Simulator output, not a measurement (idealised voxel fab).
process module | voxel self aligned contacts
cross-section cut | 300 nm wide | cells 5 nm
A cross-section is a grid of square cells, given in bands from the top down. A band is one or more rows of cells.
Each band's line starts with the height of the band's top and of its bottom, in nm. Then come its materials from left to right, each with its width in nm. One material with "throughout" fills the band from edge to edge. "air" is empty space.
Height 0 is the level under which the wafer as received is all one material. The lowest band goes on downwards, as in "0 down".
A width such as "30 to 40" changes by the same amount from each row of cells to the next, from the band's top row to its bottom row.
"no change" after a step means that no cell of the cross-section changed.
closed voids: empty space of 8 cells or more with no open way to the top, each as width x height at its distance from the left edge, in nm
after a step's settings: what the simulator itself notes on the step
overlay nm, on a step with a mask: how far to the right of its planned place the mask lay; to the left if negative
plan
1 op RECEIVE | material Si
2 op OXIDIZE | depth nm 5
3 op DIRECTIONAL_DEP | material polySi | thk nm 30
4 op DIRECTIONAL_DEP | material SiN | thk nm 20
5 op DIRECTIONAL_DEP | material aC | thk nm 10
6 op PATTERN | tone cover | mask id GATE | material resist | width nm 25 | pitch nm 50 | thk nm 25 | overlay nm 0
7 op DIRECTIONAL_ETCH | etch materials aC | depth nm 10
8 op STRIP | etch materials resist
9 op DIRECTIONAL_ETCH | etch materials SiN | depth nm 20
10 op DIRECTIONAL_ETCH | etch materials polySi | depth nm 30
11 op STRIP | etch materials aC
12 op CONFORMAL_DEP | material SiN | thk nm 5
13 op DIRECTIONAL_ETCH | etch materials SiN | depth nm 5
14 op FILL_DEP | material SiO2 | thk nm 10
15 op CMP | height nm 55
16 op PATTERN | tone open | mask id CONTACT | material resist | width nm 35 | pitch nm 50 | thk nm 15 | overlay nm 0
17 op DIRECTIONAL_ETCH | etch materials SiO2 | depth nm 60
18 op STRIP | etch materials resist
19 op CONFORMAL_DEP | material TiN | thk nm 5
20 op FILL_DEP | material W | thk nm 5
21 op CMP | height nm 55
22 op CONFORMAL_DEP | material SiCN | thk nm 5
first wafer, as planned
as received, after step 1
  0 down: Si throughout
  closed voids: none
after step 2
  0 to -5: SiO2 throughout
  below -5: unchanged
after step 3
  30 to 0: polySi throughout
  below 0: unchanged
after step 4
  50 to 30: SiN throughout
  below 30: unchanged
after step 5
  60 to 50: aC throughout
  below 50: unchanged
after step 6
  85 to 60: air 85 | resist 25 | air 25 | resist 25 | air 25 | resist 25 | air 90
  below 60: unchanged
after step 7
  75 to 60: air 85 | resist 25 | air 25 | resist 25 | air 25 | resist 25 | air 90
  60 to 50: air 85 | aC 25 | air 25 | aC 25 | air 25 | aC 25 | air 90
  below 50: unchanged
after step 8
  60 to 50: air 85 | aC 25 | air 25 | aC 25 | air 25 | aC 25 | air 90
  below 50: unchanged
after step 9
  60 to 50: air 85 | aC 25 | air 25 | aC 25 | air 25 | aC 25 | air 90
  50 to 30: air 85 | SiN 25 | air 25 | SiN 25 | air 25 | SiN 25 | air 90
  below 30: unchanged
after step 10
  60 to 50: air 85 | aC 25 | air 25 | aC 25 | air 25 | aC 25 | air 90
  50 to 30: air 85 | SiN 25 | air 25 | SiN 25 | air 25 | SiN 25 | air 90
  30 to 0: air 85 | polySi 25 | air 25 | polySi 25 | air 25 | polySi 25 | air 90
  below 0: unchanged
after step 11
  50 to 30: air 85 | SiN 25 | air 25 | SiN 25 | air 25 | SiN 25 | air 90
  below 30: unchanged
after step 12
  55 to 30: air 80 | SiN 35 | air 15 | SiN 35 | air 15 | SiN 35 | air 85
  30 to 5: air 80 | SiN 5 | polySi 25 | SiN 5 | air 15 | SiN 5 | polySi 25 | SiN 5 | air 15 | SiN 5 | polySi 25 | SiN 5 | air 85
  5 to 0: SiN 85 | polySi 25 | SiN 25 | polySi 25 | SiN 25 | polySi 25 | SiN 90
  below 0: unchanged
after step 13
  50 to 30: air 80 | SiN 35 | air 15 | SiN 35 | air 15 | SiN 35 | air 85
  30 to 0: air 80 | SiN 5 | polySi 25 | SiN 5 | air 15 | SiN 5 | polySi 25 | SiN 5 | air 15 | SiN 5 | polySi 25 | SiN 5 | air 85
  below 0: unchanged
after step 14
  60 to 50: SiO2 throughout
  50 to 30: SiO2 80 | SiN 35 | SiO2 15 | SiN 35 | SiO2 15 | SiN 35 | SiO2 85
  30 to 0: SiO2 80 | SiN 5 | polySi 25 | SiN 5 | SiO2 15 | SiN 5 | polySi 25 | SiN 5 | SiO2 15 | SiN 5 | polySi 25 | SiN 5 | SiO2 85
  below 0: unchanged
after step 15
  55 to 50: SiO2 throughout
  below 50: unchanged
after step 16
  70 to 55: resist 105 | air 35 | resist 15 | air 35 | resist 110
  below 55: unchanged
after step 17
  70 to 55: resist 105 | air 35 | resist 15 | air 35 | resist 110
  55 to 50: SiO2 105 | air 35 | SiO2 15 | air 35 | SiO2 110
  50 to 30: SiO2 80 | SiN 35 | air 15 | SiN 35 | air 15 | SiN 35 | SiO2 85
  30 to 0: SiO2 80 | SiN 5 | polySi 25 | SiN 5 | air 15 | SiN 5 | polySi 25 | SiN 5 | air 15 | SiN 5 | polySi 25 | SiN 5 | SiO2 85
  0 to -5: SiO2 115 | air 15 | SiO2 35 | air 15 | SiO2 120
  below -5: unchanged
after step 18
  55 to 50: SiO2 105 | air 35 | SiO2 15 | air 35 | SiO2 110
  below 50: unchanged
after step 19
  60 to 55: TiN 110 | air 25 | TiN 25 | air 25 | TiN 115
  55 to 50: SiO2 105 | TiN 15 | air 5 | TiN 15 | SiO2 15 | TiN 15 | air 5 | TiN 15 | SiO2 110
  50 to 30: SiO2 80 | SiN 35 | TiN 5 | air 5 | TiN 5 | SiN 35 | TiN 5 | air 5 | TiN 5 | SiN 35 | SiO2 85
  30 to 0: SiO2 80 | SiN 5 | polySi 25 | SiN 5 | TiN 5 | air 5 | TiN 5 | SiN 5 | polySi 25 | SiN 5 | TiN 5 | air 5 | TiN 5 | SiN 5 | polySi 25 | SiN 5 | SiO2 85
  0 to -5: SiO2 115 | TiN 15 | SiO2 35 | TiN 15 | SiO2 120
  below -5: unchanged
after step 20
  65 to 60: W throughout
  60 to 55: TiN 110 | W 25 | TiN 25 | W 25 | TiN 115
  55 to 50: SiO2 105 | TiN 15 | W 5 | TiN 15 | SiO2 15 | TiN 15 | W 5 | TiN 15 | SiO2 110
  50 to 30: SiO2 80 | SiN 35 | TiN 5 | W 5 | TiN 5 | SiN 35 | TiN 5 | W 5 | TiN 5 | SiN 35 | SiO2 85
  30 to 0: SiO2 80 | SiN 5 | polySi 25 | SiN 5 | TiN 5 | W 5 | TiN 5 | SiN 5 | polySi 25 | SiN 5 | TiN 5 | W 5 | TiN 5 | SiN 5 | polySi 25 | SiN 5 | SiO2 85
  below 0: unchanged
after step 21
  55 to 50: SiO2 105 | TiN 15 | W 5 | TiN 15 | SiO2 15 | TiN 15 | W 5 | TiN 15 | SiO2 110
  below 50: unchanged
after step 22
  60 to 55: SiCN throughout
  below 55: unchanged
second wafer: like start, like plan, one mistake. Through step 5 it matches the first wafer
when step 6 should have ended
  85 to 60: resist 85 | air 25 | resist 25 | air 25 | resist 25 | air 25 | resist 90
  below 60: unchanged
when step 7 should have ended
  75 to 60: resist 85 | air 25 | resist 25 | air 25 | resist 25 | air 25 | resist 90
  60 to 50: aC 85 | air 25 | aC 25 | air 25 | aC 25 | air 25 | aC 90
  below 50: unchanged
when step 8 should have ended
  60 to 50: aC 85 | air 25 | aC 25 | air 25 | aC 25 | air 25 | aC 90
  below 50: unchanged
when step 9 should have ended
  60 to 50: aC 85 | air 25 | aC 25 | air 25 | aC 25 | air 25 | aC 90
  50 to 30: SiN 85 | air 25 | SiN 25 | air 25 | SiN 25 | air 25 | SiN 90
  below 30: unchanged
when step 10 should have ended
  60 to 50: aC 85 | air 25 | aC 25 | air 25 | aC 25 | air 25 | aC 90
  50 to 30: SiN 85 | air 25 | SiN 25 | air 25 | SiN 25 | air 25 | SiN 90
  30 to 0: polySi 85 | air 25 | polySi 25 | air 25 | polySi 25 | air 25 | polySi 90
  below 0: unchanged
when step 11 should have ended
  50 to 30: SiN 85 | air 25 | SiN 25 | air 25 | SiN 25 | air 25 | SiN 90
  below 30: unchanged
when step 12 should have ended
  55 to 30: SiN 90 | air 15 | SiN 35 | air 15 | SiN 35 | air 15 | SiN 95
  30 to 5: polySi 85 | SiN 5 | air 15 | SiN 5 | polySi 25 | SiN 5 | air 15 | SiN 5 | polySi 25 | SiN 5 | air 15 | SiN 5 | polySi 90
  5 to 0: polySi 85 | SiN 25 | polySi 25 | SiN 25 | polySi 25 | SiN 25 | polySi 90
  below 0: unchanged
when step 13 should have ended
  50 to 30: SiN 90 | air 15 | SiN 35 | air 15 | SiN 35 | air 15 | SiN 95
  30 to 0: polySi 85 | SiN 5 | air 15 | SiN 5 | polySi 25 | SiN 5 | air 15 | SiN 5 | polySi 25 | SiN 5 | air 15 | SiN 5 | polySi 90
  below 0: unchanged
when step 14 should have ended
  60 to 50: SiO2 throughout
  50 to 30: SiN 90 | SiO2 15 | SiN 35 | SiO2 15 | SiN 35 | SiO2 15 | SiN 95
  30 to 0: polySi 85 | SiN 5 | SiO2 15 | SiN 5 | polySi 25 | SiN 5 | SiO2 15 | SiN 5 | polySi 25 | SiN 5 | SiO2 15 | SiN 5 | polySi 90
  below 0: unchanged
when step 15 should have ended
  55 to 50: SiO2 throughout
  below 50: unchanged
when step 16 should have ended
  70 to 55: resist 105 | air 35 | resist 15 | air 35 | resist 110
  below 55: unchanged
when step 17 should have ended
  70 to 55: resist 105 | air 35 | resist 15 | air 35 | resist 110
  55 to 50: SiO2 105 | air 35 | SiO2 15 | air 35 | SiO2 110
  below 50: unchanged
when step 18 should have ended
  55 to 50: SiO2 105 | air 35 | SiO2 15 | air 35 | SiO2 110
  below 50: unchanged
when step 19 should have ended
  60 to 55: TiN 110 | air 25 | TiN 25 | air 25 | TiN 115
  55 to 50: SiO2 105 | TiN 35 | SiO2 15 | TiN 35 | SiO2 110
  below 50: unchanged
when step 20 should have ended
  65 to 60: W throughout
  60 to 55: TiN 110 | W 25 | TiN 25 | W 25 | TiN 115
  below 55: unchanged
when step 21 should have ended
  55 to 50: SiO2 105 | TiN 35 | SiO2 15 | TiN 35 | SiO2 110
  below 50: unchanged
when step 22 should have ended
  60 to 55: SiCN throughout
  below 55: unchanged
what went wrong: step 6 ran as: op PATTERN | tone open | mask id GATE | material resist | width nm 25 | pitch nm 50 | thk nm 25 | overlay nm 0
at the end the second wafer has, in cells: 120 more of SiN | 234 fewer of SiO2 | 44 fewer of TiN | 22 fewer of W | 180 more of polySi
